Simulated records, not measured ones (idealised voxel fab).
The following is a process module called voxel transistor to metal.
Cross-sectional view cut (width: 185 nm; square cell size: 5 nm).
Cross-section spec: square-cell grid; bands listed top down; each band is one or more rows. Heads up on the band format: heights come first, top then bottom, in nm. After that it's the materials left to right, each with its width in nm. A single material flagged "everywhere" fills the whole band edge to edge, and "blank" means there's empty space there. Where do heights start? At 0: under that level the wafer as delivered is made of one material only. And the lowest band has no floor; it just carries on downward, as in "z 0 and below". Width "30 to 40": first value at the band's top row of cells, second value at its bottom row, equal change from row to row. Take "no alterations made" at face value: in the step it is given for, the cross-section changed in none of its cells. This entry, "Fully sealed cavities", enumerates those empty regions of no fewer than 8 cells that possess no open connection to the top. Each region is reported in the form width x height at distance, the distance being taken from the left edge, with all three quantities expressed in nm. after a step's settings: what the simulator itself notes on the step. overlay nm: mask right of planned place by this much (step with mask). Neg. = left.
Steps planned for the process:
- 1: RECEIVE: material Si
- 2: CONFORMAL_DEP: material SiO2, thk nm 5
- 3: CONFORMAL_DEP: material SiN, thk nm 10
- 4: DIRECTIONAL_DEP: material aC, thk nm 15
- 5: PATTERN: tone cover, mask id ACTIVE, material resist, width nm 100, thk nm 30, overlay nm 0
- 6: DIRECTIONAL_ETCH: etch materials aC, depth nm 15
- 7: STRIP: etch materials resist
- 8: DIRECTIONAL_ETCH: etch materials SiN, depth nm 10
- 9: DIRECTIONAL_ETCH: etch materials SiO2, depth nm 5
- 10: DIRECTIONAL_ETCH: etch materials Si, depth nm 30
- 11: STRIP: etch materials aC
- 12: FILL_DEP: material SiO2, thk nm 15
- 13: CMP: height nm 15
- 14: SELECTIVE_ETCH: etch materials SiO2, depth nm 10
- 15: STRIP: etch materials SiN
- 16: SELECTIVE_ETCH: etch materials SiO2, depth nm 5
- 17: OXIDIZE: depth nm 5
- 18: DIRECTIONAL_DEP: material polySi, thk nm 25
- 19: DIRECTIONAL_DEP: material SiCN, thk nm 10
- 20: DIRECTIONAL_DEP: material aC, thk nm 15
- 21: PATTERN: tone cover, mask id GATE, material resist, width nm 20, thk nm 35, overlay nm 0
- 22: DIRECTIONAL_ETCH: etch materials aC, depth nm 15
- 23: STRIP: etch materials resist
- 24: DIRECTIONAL_ETCH: etch materials SiCN, depth nm 20
- 25: DIRECTIONAL_ETCH: etch materials polySi, depth nm 35
- 26: STRIP: etch materials aC
- 27: CONFORMAL_DEP: material SiN, thk nm 10
- 28: DIRECTIONAL_ETCH: etch materials SiN, depth nm 10
- 29: DIRECTIONAL_ETCH: etch materials SiO2, depth nm 5
- 30: DIRECTIONAL_ETCH: etch materials Si, depth nm 10
- 31: EPI: material SiGe, thk nm 15
- 32: FILL_DEP: material SiO2, thk nm 5
- 33: CMP: height nm 35
- 34: DIRECTIONAL_DEP: material SiO2, thk nm 10
- 35: PATTERN: tone open, mask id CONTACT, material resist, width nm 30, pitch nm 60, thk nm 15, overlay nm 0
- 36: DIRECTIONAL_ETCH: etch materials SiO2, depth nm 45
- 37: STRIP: etch materials resist
- 38: CONFORMAL_DEP: material TiN, thk nm 5
- 39: FILL_DEP: material W, thk nm 10
- 40: CMP: height nm 45
- 41: CONFORMAL_DEP: material SiN, thk nm 5
- 42: DIRECTIONAL_DEP: material SiO2, thk nm 20
- 43: MASKED_ETCH: tone open, mask id METAL_1, width nm 15, pitch nm 75, etch materials SiO2, depth nm 20, overlay nm 0
- 44: MASKED_ETCH: tone open, mask id METAL_1, width nm 15, pitch nm 75, etch materials SiN, depth nm 5, overlay nm 0
- 45: CONFORMAL_DEP: material TiN, thk nm 5
- 46: FILL_DEP: material Cu, thk nm 10
- 47: CMP: height nm 70
- 48: CONFORMAL_DEP: material SiCN, thk nm 5
- 49: DIRECTIONAL_DEP: material SiO2, thk nm 25
- 50: PATTERN: tone open, mask id METAL_2, material resist, width nm 15, pitch nm 75, thk nm 15, overlay nm 0
- 51: DIRECTIONAL_ETCH: etch materials SiO2, depth nm 15
- 52: STRIP: etch materials resist
- 53: DIRECTIONAL_DEP: material aC, thk nm 15
- 54: PATTERN: tone open, mask id METAL_2_HOLES, material resist, width nm 15, pitch nm 75, thk nm 35, overlay nm 0
- 55: DIRECTIONAL_ETCH: etch materials aC, depth nm 15
- 56: STRIP: etch materials resist
- 57: DIRECTIONAL_ETCH: etch materials SiO2, depth nm 10
- 58: DIRECTIONAL_ETCH: etch materials SiCN, depth nm 5
- 59: STRIP: etch materials aC
- 60: CONFORMAL_DEP: material TiN, thk nm 5
- 61: FILL_DEP: material Cu, thk nm 10
- 62: CMP: height nm 100
- 63: CONFORMAL_DEP: material SiN, thk nm 5
As-received state of the wafer in cross-section, equivalent to post-step 1:
* z 0 and below  Si everywhere
* Fully sealed cavities: none
End-of-module cross-section of the first of two wafers, processed as planned:
* z 105 to 100  SiN everywhere
* z 100 to 75  SiO2 45 nm, then TiN 5 nm, then Cu 5 nm, then TiN 5 nm, then SiO2 60 nm, then TiN 5 nm, then Cu 5 nm, then TiN 5 nm, then SiO2 50 nm
* z 75 to 70  SiCN 45 nm, then TiN 15 nm, then SiCN 60 nm, then TiN 15 nm, then SiCN 50 nm
* z 70 to 50  SiO2 45 nm, then TiN 5 nm, then Cu 5 nm, then TiN 5 nm, then SiO2 60 nm, then TiN 5 nm, then Cu 5 nm, then TiN 5 nm, then SiO2 50 nm
* z 50 to 45  SiN 45 nm, then TiN 15 nm, then SiN 60 nm, then TiN 15 nm, then SiN 50 nm
* z 45 to 35  SiO2 45 nm, then TiN 5 nm, then W 20 to 15 nm, then TiN 5 to 10 nm, then SiO2 30 nm, then TiN 5 to 10 nm, then W 20 to 15 nm, then TiN 5 nm, then SiO2 50 nm
* z 35 to 25  SiO2 45 nm, then TiN 5 nm, then W 15 nm, then TiN 5 nm, then SiN 10 nm, then SiCN 20 nm, then SiN 10 nm, then TiN 5 nm, then W 15 nm, then TiN 5 nm, then SiO2 50 nm
* z 25 to 15  SiO2 45 nm, then TiN 5 nm, then W 15 nm, then TiN 5 nm, then SiN 10 nm, then polySi 20 nm, then SiN 10 nm, then TiN 5 nm, then W 15 nm, then TiN 5 nm, then SiO2 50 nm
* z 15 to 10  SiO2 45 nm, then TiN 25 nm, then SiN 10 nm, then polySi 20 nm, then SiN 10 nm, then TiN 25 nm, then SiO2 50 nm
* z 10 to 0  SiO2 45 nm, then TiN 10 nm, then SiGe 15 nm, then SiN 10 nm, then polySi 20 nm, then SiN 10 nm, then SiGe 15 nm, then TiN 10 nm, then SiO2 50 nm
* z 0 to -5  SiO2 35 nm, then SiGe 35 nm, then SiO2 40 nm, then SiGe 35 nm, then SiO2 40 nm
* z -5 to -15  SiO2 40 nm, then SiGe 30 nm, then Si 40 nm, then SiGe 30 nm, then SiO2 45 nm
* z -15 to -30  SiO2 40 nm, then Si 100 nm, then SiO2 45 nm
* z -30 and below  Si everywhere
* Fully sealed cavities: none
Second wafer through the module, sectioned at the end: same beginning and same plan as the first wafer, with one mistake in carrying it out:
* z 105 to 100  SiN everywhere
* z 100 to 75  SiO2 45 nm, then TiN 5 nm, then Cu 5 nm, then TiN 5 nm, then SiO2 60 nm, then TiN 5 nm, then Cu 5 nm, then TiN 5 nm, then SiO2 50 nm
* z 75 to 70  SiCN 45 nm, then TiN 15 nm, then SiCN 60 nm, then TiN 15 nm, then SiCN 50 nm
* z 70 to 50  SiO2 45 nm, then TiN 5 nm, then Cu 5 nm, then TiN 5 nm, then SiO2 60 nm, then TiN 5 nm, then Cu 5 nm, then TiN 5 nm, then SiO2 50 nm
* z 50 to 45  SiN 45 nm, then TiN 15 nm, then SiN 60 nm, then TiN 15 nm, then SiN 50 nm
* z 45 to 35  SiO2 45 nm, then TiN 5 nm, then W 20 nm, then TiN 5 nm, then SiO2 30 nm, then TiN 5 to 15 nm, then W 20 to 10 nm, then TiN 5 nm, then SiO2 50 nm
* z 35 to 25  SiO2 45 nm, then TiN 5 nm, then W 20 nm, then TiN 5 nm, then SiN 10 nm, then SiCN 20 nm, then SiN 10 nm, then TiN 5 nm, then W 10 nm, then TiN 5 nm, then SiO2 50 nm
* z 25 to 15  SiO2 45 nm, then TiN 5 nm, then W 20 nm, then TiN 5 nm, then SiN 10 nm, then polySi 20 nm, then SiN 10 nm, then TiN 5 nm, then W 10 nm, then TiN 5 nm, then SiO2 50 nm
* z 15 to 10  SiO2 45 nm, then TiN 5 nm, then W 5 nm, then TiN 20 nm, then SiN 10 nm, then polySi 20 nm, then SiN 10 nm, then TiN 20 nm, then SiO2 50 nm
* z 10 to 5  SiO2 45 nm, then TiN 5 nm, then W 5 nm, then TiN 5 nm, then SiGe 15 nm, then SiN 10 nm, then polySi 20 nm, then SiN 10 nm, then SiGe 15 nm, then TiN 5 nm, then SiO2 50 nm
* z 5 to 0  SiO2 45 nm, then TiN 15 nm, then SiGe 15 nm, then SiN 10 nm, then polySi 20 nm, then SiN 10 nm, then SiGe 15 nm, then TiN 5 nm, then SiO2 50 nm
* z 0 to -5  SiO2 35 nm, then SiGe 40 nm, then SiO2 40 nm, then SiGe 30 nm, then SiO2 40 nm
* z -5 to -15  SiO2 40 nm, then SiGe 35 nm, then Si 40 nm, then SiGe 25 nm, then SiO2 45 nm
* z -15 to -30  SiO2 40 nm, then Si 100 nm, then SiO2 45 nm
* z -30 and below  Si everywhere
* Fully sealed cavities: none
Diagnosis: for step 21, the planned setting was not used; the step was instead run as PATTERN: tone cover, mask id GATE, material resist, width nm 20, thk nm 35, overlay nm 5
Heads up, by the end the second wafer has more or fewer cells of some materials compared to the first: -2 TiN, +2 W
